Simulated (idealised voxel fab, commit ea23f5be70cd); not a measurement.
process module | voxel capacitor over wiring
cross-section cut | 235 nm wide | cells 5 nm
A cross-section is a grid of square cells, given in bands from the top down. A band is one or more rows of cells.
Each band's line starts with the height of the band's top and of its bottom, in nm. Then come its materials from left to right, each with its width in nm. One material with "throughout" fills the band from edge to edge. "air" is empty space.
Height 0 is the level under which the wafer as received is all one material. The lowest band goes on downwards, as in "0 down".
A width such as "30 to 40" changes by the same amount from each row of cells to the next, from the band's top row to its bottom row.
"no change" after a step means that no cell of the cross-section changed.
closed voids: empty space of 8 cells or more with no open way to the top, each as width x height at its distance from the left edge, in nm
after a step's settings: what the simulator itself notes on the step
overlay nm, on a step with a mask: how far to the right of its planned place the mask lay; to the left if negative
plan
1 op RECEIVE | material Si
2 op CONFORMAL_DEP | material SiO2 | thk nm 15
3 op CONFORMAL_DEP | material SiCN | thk nm 5
4 op DIRECTIONAL_DEP | material SiO2 | thk nm 25
5 op MASKED_ETCH | tone open | mask id METAL_1 | width nm 30 | pitch nm 85 | etch materials SiO2 | depth nm 25 | overlay nm 0
6 op MASKED_ETCH | tone open | mask id METAL_1 | width nm 30 | pitch nm 85 | etch materials SiCN | depth nm 5 | overlay nm 0
7 op CONFORMAL_DEP | material TiN | thk nm 5
8 op FILL_DEP | material Cu | thk nm 5
9 op CMP | height nm 45
10 op CONFORMAL_DEP | material SiCN | thk nm 5
11 op DIRECTIONAL_DEP | material SiO2 | thk nm 20
12 op DIRECTIONAL_DEP | material aC | thk nm 15
13 op PATTERN | tone open | mask id PLUG_1 | material resist | width nm 15 | thk nm 30 | overlay nm 0
14 op DIRECTIONAL_ETCH | etch materials aC | depth nm 15
15 op STRIP | etch materials resist
16 op DIRECTIONAL_ETCH | etch materials SiO2 | depth nm 20
17 op DIRECTIONAL_ETCH | etch materials SiCN | depth nm 5
18 op STRIP | etch materials aC
19 op CONFORMAL_DEP | material TiN | thk nm 5
20 op FILL_DEP | material Cu | thk nm 10
21 op CMP | height nm 70
22 op DIRECTIONAL_DEP | material TiN | thk nm 10
23 op DIRECTIONAL_DEP | material HfO2 | thk nm 5
24 op DIRECTIONAL_DEP | material TiN | thk nm 10
25 op PATTERN | tone cover | mask id UPPER_PLATE | material resist | width nm 60 | thk nm 15 | overlay nm 0
26 op DIRECTIONAL_ETCH | etch materials TiN | depth nm 10
27 op DIRECTIONAL_ETCH | etch materials HfO2 | depth nm 5
28 op STRIP | etch materials resist
29 op MASKED_ETCH | tone cover | mask id LOWER_PLATE | width nm 70 | etch materials TiN | depth nm 10 | overlay nm 0
30 op FILL_DEP | material SiO2 | thk nm 15
31 op CMP | height nm 105
32 op DIRECTIONAL_DEP | material aC | thk nm 15
33 op PATTERN | tone open | mask id PLUG_2 | material resist | width nm 15 | thk nm 30 | overlay nm 0
34 op DIRECTIONAL_ETCH | etch materials aC | depth nm 15
35 op STRIP | etch materials resist
36 op DIRECTIONAL_ETCH | etch materials SiO2 | depth nm 10
37 op STRIP | etch materials aC
38 op CONFORMAL_DEP | material TiN | thk nm 5
39 op FILL_DEP | material Ru | thk nm 10
40 op CMP | height nm 105
41 op CONFORMAL_DEP | material SiN | thk nm 5
first wafer, as planned
as received, after step 1
  0 down: Si throughout
  closed voids: none
after step 2
  15 to 0: SiO2 throughout
  below 0: unchanged
after step 3
  20 to 15: SiCN throughout
  below 15: unchanged
after step 4
  45 to 20: SiO2 throughout
  below 20: unchanged
after step 5
  45 to 20: SiO2 60 | air 30 | SiO2 55 | air 30 | SiO2 60
  below 20: unchanged
after step 6
  45 to 20: SiO2 60 | air 30 | SiO2 55 | air 30 | SiO2 60
  20 to 15: SiCN 60 | air 30 | SiCN 55 | air 30 | SiCN 60
  below 15: unchanged
after step 7
  50 to 45: TiN 65 | air 20 | TiN 65 | air 20 | TiN 65
  45 to 20: SiO2 60 | TiN 5 | air 20 | TiN 5 | SiO2 55 | TiN 5 | air 20 | TiN 5 | SiO2 60
  20 to 15: SiCN 60 | TiN 30 | SiCN 55 | TiN 30 | SiCN 60
  below 15: unchanged
after step 8
  55 to 50: Cu throughout
  50 to 45: TiN 65 | Cu 20 | TiN 65 | Cu 20 | TiN 65
  45 to 20: SiO2 60 | TiN 5 | Cu 20 | TiN 5 | SiO2 55 | TiN 5 | Cu 20 | TiN 5 | SiO2 60
  below 20: unchanged
after step 9
  45 to 20: SiO2 60 | TiN 5 | Cu 20 | TiN 5 | SiO2 55 | TiN 5 | Cu 20 | TiN 5 | SiO2 60
  below 20: unchanged
after step 10
  50 to 45: SiCN throughout
  below 45: unchanged
after step 11
  70 to 50: SiO2 throughout
  below 50: unchanged
after step 12
  85 to 70: aC throughout
  below 70: unchanged
after step 13
  115 to 85: resist 75 | air 15 | resist 145
  below 85: unchanged
after step 14
  100 to 85: resist 75 | air 15 | resist 145
  85 to 70: aC 75 | air 15 | aC 145
  below 70: unchanged
after step 15
  85 to 70: aC 75 | air 15 | aC 145
  below 70: unchanged
after step 16
  85 to 70: aC 75 | air 15 | aC 145
  70 to 50: SiO2 75 | air 15 | SiO2 145
  below 50: unchanged
after step 17
  85 to 70: aC 75 | air 15 | aC 145
  70 to 50: SiO2 75 | air 15 | SiO2 145
  50 to 45: SiCN 75 | air 15 | SiCN 145
  below 45: unchanged
after step 18
  70 to 50: SiO2 75 | air 15 | SiO2 145
  below 50: unchanged
after step 19
  75 to 70: TiN 80 | air 5 | TiN 150
  70 to 50: SiO2 75 | TiN 5 | air 5 | TiN 5 | SiO2 145
  50 to 45: SiCN 75 | TiN 15 | SiCN 145
  below 45: unchanged
after step 20
  85 to 75: Cu throughout
  75 to 70: TiN 80 | Cu 5 | TiN 150
  70 to 50: SiO2 75 | TiN 5 | Cu 5 | TiN 5 | SiO2 145
  below 50: unchanged
after step 21
  70 to 50: SiO2 75 | TiN 5 | Cu 5 | TiN 5 | SiO2 145
  below 50: unchanged
after step 22
  80 to 70: TiN throughout
  below 70: unchanged
after step 23
  85 to 80: HfO2 throughout
  below 80: unchanged
after step 24
  95 to 85: TiN throughout
  below 85: unchanged
after step 25
  110 to 95: air 75 | resist 60 | air 100
  below 95: unchanged
after step 26
  110 to 95: air 75 | resist 60 | air 100
  95 to 85: air 75 | TiN 60 | air 100
  below 85: unchanged
after step 27
  110 to 95: air 75 | resist 60 | air 100
  95 to 85: air 75 | TiN 60 | air 100
  85 to 80: air 75 | HfO2 60 | air 100
  below 80: unchanged
after step 28
  95 to 85: air 75 | TiN 60 | air 100
  below 85: unchanged
after step 29
  95 to 85: air 75 | TiN 60 | air 100
  85 to 80: air 75 | HfO2 60 | air 100
  80 to 70: air 70 | TiN 70 | air 95
  below 70: unchanged
after step 30
  110 to 95: SiO2 throughout
  95 to 85: SiO2 75 | TiN 60 | SiO2 100
  85 to 80: SiO2 75 | HfO2 60 | SiO2 100
  80 to 70: SiO2 70 | TiN 70 | SiO2 95
  below 70: unchanged
after step 31
  105 to 95: SiO2 throughout
  below 95: unchanged
after step 32
  120 to 105: aC throughout
  below 105: unchanged
after step 33
  150 to 120: resist 85 | air 15 | resist 135
  below 120: unchanged
after step 34
  135 to 120: resist 85 | air 15 | resist 135
  120 to 105: aC 85 | air 15 | aC 135
  below 105: unchanged
after step 35
  120 to 105: aC 85 | air 15 | aC 135
  below 105: unchanged
after step 36
  120 to 105: aC 85 | air 15 | aC 135
  105 to 95: SiO2 85 | air 15 | SiO2 135
  below 95: unchanged
after step 37
  105 to 95: SiO2 85 | air 15 | SiO2 135
  below 95: unchanged
after step 38
  110 to 105: TiN 90 | air 5 | TiN 140
  105 to 100: SiO2 85 | TiN 5 | air 5 | TiN 5 | SiO2 135
  100 to 95: SiO2 85 | TiN 15 | SiO2 135
  below 95: unchanged
after step 39
  120 to 110: Ru throughout
  110 to 105: TiN 90 | Ru 5 | TiN 140
  105 to 100: SiO2 85 | TiN 5 | Ru 5 | TiN 5 | SiO2 135
  below 100: unchanged
after step 40
  105 to 100: SiO2 85 | TiN 5 | Ru 5 | TiN 5 | SiO2 135
  below 100: unchanged
after step 41
  110 to 105: SiN throughout
  below 105: unchanged
second wafer: like start, like plan, one mistake. Through step 4 it matches the first wafer
when step 5 should have ended
  45 to 20: SiO2 55 | air 40 | SiO2 45 | air 40 | SiO2 55
  below 20: unchanged
when step 6 should have ended
  45 to 20: SiO2 55 | air 40 | SiO2 45 | air 40 | SiO2 55
  20 to 15: SiCN 60 | air 30 | SiCN 55 | air 30 | SiCN 60
  below 15: unchanged
when step 7 should have ended
  50 to 45: TiN 60 | air 30 | TiN 55 | air 30 | TiN 60
  45 to 25: SiO2 55 | TiN 5 | air 30 | TiN 5 | SiO2 45 | TiN 5 | air 30 | TiN 5 | SiO2 55
  25 to 20: SiO2 55 | TiN 10 | air 20 | TiN 10 | SiO2 45 | TiN 10 | air 20 | TiN 10 | SiO2 55
  20 to 15: SiCN 60 | TiN 30 | SiCN 55 | TiN 30 | SiCN 60
  below 15: unchanged
when step 8 should have ended
  55 to 50: Cu throughout
  50 to 45: TiN 60 | Cu 30 | TiN 55 | Cu 30 | TiN 60
  45 to 25: SiO2 55 | TiN 5 | Cu 30 | TiN 5 | SiO2 45 | TiN 5 | Cu 30 | TiN 5 | SiO2 55
  25 to 20: SiO2 55 | TiN 10 | Cu 20 | TiN 10 | SiO2 45 | TiN 10 | Cu 20 | TiN 10 | SiO2 55
  below 20: unchanged
when step 9 should have ended
  45 to 25: SiO2 55 | TiN 5 | Cu 30 | TiN 5 | SiO2 45 | TiN 5 | Cu 30 | TiN 5 | SiO2 55
  below 25: unchanged
when step 10 should have ended
  50 to 45: SiCN throughout
  below 45: unchanged
when step 11 should have ended
  70 to 50: SiO2 throughout
  below 50: unchanged
when step 12 should have ended
  85 to 70: aC throughout
  below 70: unchanged
when step 13 should have ended
  115 to 85: resist 75 | air 15 | resist 145
  below 85: unchanged
when step 14 should have ended
  100 to 85: resist 75 | air 15 | resist 145
  85 to 70: aC 75 | air 15 | aC 145
  below 70: unchanged
when step 15 should have ended
  85 to 70: aC 75 | air 15 | aC 145
  below 70: unchanged
when step 16 should have ended
  85 to 70: aC 75 | air 15 | aC 145
  70 to 50: SiO2 75 | air 15 | SiO2 145
  below 50: unchanged
when step 17 should have ended
  85 to 70: aC 75 | air 15 | aC 145
  70 to 50: SiO2 75 | air 15 | SiO2 145
  50 to 45: SiCN 75 | air 15 | SiCN 145
  below 45: unchanged
when step 18 should have ended
  70 to 50: SiO2 75 | air 15 | SiO2 145
  below 50: unchanged
when step 19 should have ended
  75 to 70: TiN 80 | air 5 | TiN 150
  70 to 50: SiO2 75 | TiN 5 | air 5 | TiN 5 | SiO2 145
  50 to 45: SiCN 75 | TiN 15 | SiCN 145
  below 45: unchanged
when step 20 should have ended
  85 to 75: Cu throughout
  75 to 70: TiN 80 | Cu 5 | TiN 150
  70 to 50: SiO2 75 | TiN 5 | Cu 5 | TiN 5 | SiO2 145
  below 50: unchanged
when step 21 should have ended
  70 to 50: SiO2 75 | TiN 5 | Cu 5 | TiN 5 | SiO2 145
  below 50: unchanged
when step 22 should have ended
  80 to 70: TiN throughout
  below 70: unchanged
when step 23 should have ended
  85 to 80: HfO2 throughout
  below 80: unchanged
when step 24 should have ended
  95 to 85: TiN throughout
  below 85: unchanged
when step 25 should have ended
  110 to 95: air 75 | resist 60 | air 100
  below 95: unchanged
when step 26 should have ended
  110 to 95: air 75 | resist 60 | air 100
  95 to 85: air 75 | TiN 60 | air 100
  below 85: unchanged
when step 27 should have ended
  110 to 95: air 75 | resist 60 | air 100
  95 to 85: air 75 | TiN 60 | air 100
  85 to 80: air 75 | HfO2 60 | air 100
  below 80: unchanged
when step 28 should have ended
  95 to 85: air 75 | TiN 60 | air 100
  below 85: unchanged
when step 29 should have ended
  95 to 85: air 75 | TiN 60 | air 100
  85 to 80: air 75 | HfO2 60 | air 100
  80 to 70: air 70 | TiN 70 | air 95
  below 70: unchanged
when step 30 should have ended
  110 to 95: SiO2 throughout
  95 to 85: SiO2 75 | TiN 60 | SiO2 100
  85 to 80: SiO2 75 | HfO2 60 | SiO2 100
  80 to 70: SiO2 70 | TiN 70 | SiO2 95
  below 70: unchanged
when step 31 should have ended
  105 to 95: SiO2 throughout
  below 95: unchanged
when step 32 should have ended
  120 to 105: aC throughout
  below 105: unchanged
when step 33 should have ended
  150 to 120: resist 85 | air 15 | resist 135
  below 120: unchanged
when step 34 should have ended
  135 to 120: resist 85 | air 15 | resist 135
  120 to 105: aC 85 | air 15 | aC 135
  below 105: unchanged
when step 35 should have ended
  120 to 105: aC 85 | air 15 | aC 135
  below 105: unchanged
when step 36 should have ended
  120 to 105: aC 85 | air 15 | aC 135
  105 to 95: SiO2 85 | air 15 | SiO2 135
  below 95: unchanged
when step 37 should have ended
  105 to 95: SiO2 85 | air 15 | SiO2 135
  below 95: unchanged
when step 38 should have ended
  110 to 105: TiN 90 | air 5 | TiN 140
  105 to 100: SiO2 85 | TiN 5 | air 5 | TiN 5 | SiO2 135
  100 to 95: SiO2 85 | TiN 15 | SiO2 135
  below 95: unchanged
when step 39 should have ended
  120 to 110: Ru throughout
  110 to 105: TiN 90 | Ru 5 | TiN 140
  105 to 100: SiO2 85 | TiN 5 | Ru 5 | TiN 5 | SiO2 135
  below 100: unchanged
when step 40 should have ended
  105 to 100: SiO2 85 | TiN 5 | Ru 5 | TiN 5 | SiO2 135
  below 100: unchanged
when step 41 should have ended
  110 to 105: SiN throughout
  below 105: unchanged
what went wrong: step 5 ran as: op MASKED_ETCH | tone open | mask id METAL_1 | width nm 40 | pitch nm 85 | etch materials SiO2 | depth nm 25 | overlay nm 0
at the end the second wafer has, in cells: 16 more of Cu | 20 fewer of SiO2 | 4 more of TiN
